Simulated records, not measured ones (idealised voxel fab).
Process module under the name voxel quadruple lines
Square cell edge 5 nm, section width 140 nm, ID cut.
Square cells in a grid make up a cross-section in this document, and the grid is given as bands, listed from the top down, each one or more rows of cells. The entry gives the band's vertical extent as a top height and a bottom height in nm, then its horizontal make-up as materials from left to right, each with a width in nm. "air" stands for empty space; a single material marked "full width" fills the band edge to edge. Below 0: as-received wafer, all one material; heights counted from there. Lowest band: no bottom, goes on down, written "0 and below". Read "30->40" as a graded width: first number on top, second number at the bottom, same change between each pair of neighbouring rows. "all unchanged" after a step means that no cell of the cross-section changed. Enclosed voids (no open way to top), threshold 8 cells or more, entry "Trapped void list", notation width x height at distance, distance from left edge, nm. It should be noted that, on the line of a given step, the content following the step's settings is a remark produced by the simulator itself with respect to that step. "overlay nm" denotes, for a step that has a mask, the displacement of the mask to the right of its planned place, with negative values corresponding to the left.

**These are the steps we planned for the process**
step 1: RECEIVE,material Si
step 2: CONFORMAL_DEP,material SiO2,thk nm 10
step 3: DIRECTIONAL_DEP,material Ru,thk nm 10
step 4: DIRECTIONAL_DEP,material polySi,thk nm 20
step 5: DIRECTIONAL_DEP,material aC,thk nm 20
step 6: PATTERN,tone cover,mask id MANDREL,material resist,width nm 35,thk nm 25,overlay nm 0
step 7: DIRECTIONAL_ETCH,etch materials aC,depth nm 20
step 8: STRIP,etch materials resist
step 9: CONFORMAL_DEP,material SiO2,thk nm 15
step 10: DIRECTIONAL_ETCH,etch materials SiO2,depth nm 15
step 11: STRIP,etch materials aC
step 12: DIRECTIONAL_ETCH,etch materials polySi,depth nm 20
step 13: STRIP,etch materials SiO2
step 14: CONFORMAL_DEP,material SiN,thk nm 10
step 15: DIRECTIONAL_ETCH,etch materials SiN,depth nm 10
step 16: STRIP,etch materials polySi
step 17: DIRECTIONAL_ETCH,etch materials Ru,depth nm 10
step 18: STRIP,etch materials SiN

**Cross-section of the incoming wafer, state after step 1**
	0 and below  Si full width
	Trapped void list: none

**This is how the wafer looks in cross-section once the module is done, given the starting state and plan above and one mistake in carrying the plan out**
	20 down to 10  35 of air; 10 of Ru; 15 of air; 10 of Ru; 15 of air; 10 of Ru; 15 of air; 10 of Ru; 20 of air
	10 down to 0  SiO2 full width
	0 and below  Si full width
	Trapped void list: none
Heads up, the wafer didn't run the way we planned it: step 6 ran as: PATTERN,tone cover,mask id MANDREL,material resist,width nm 35,thk nm 25,overlay nm 10
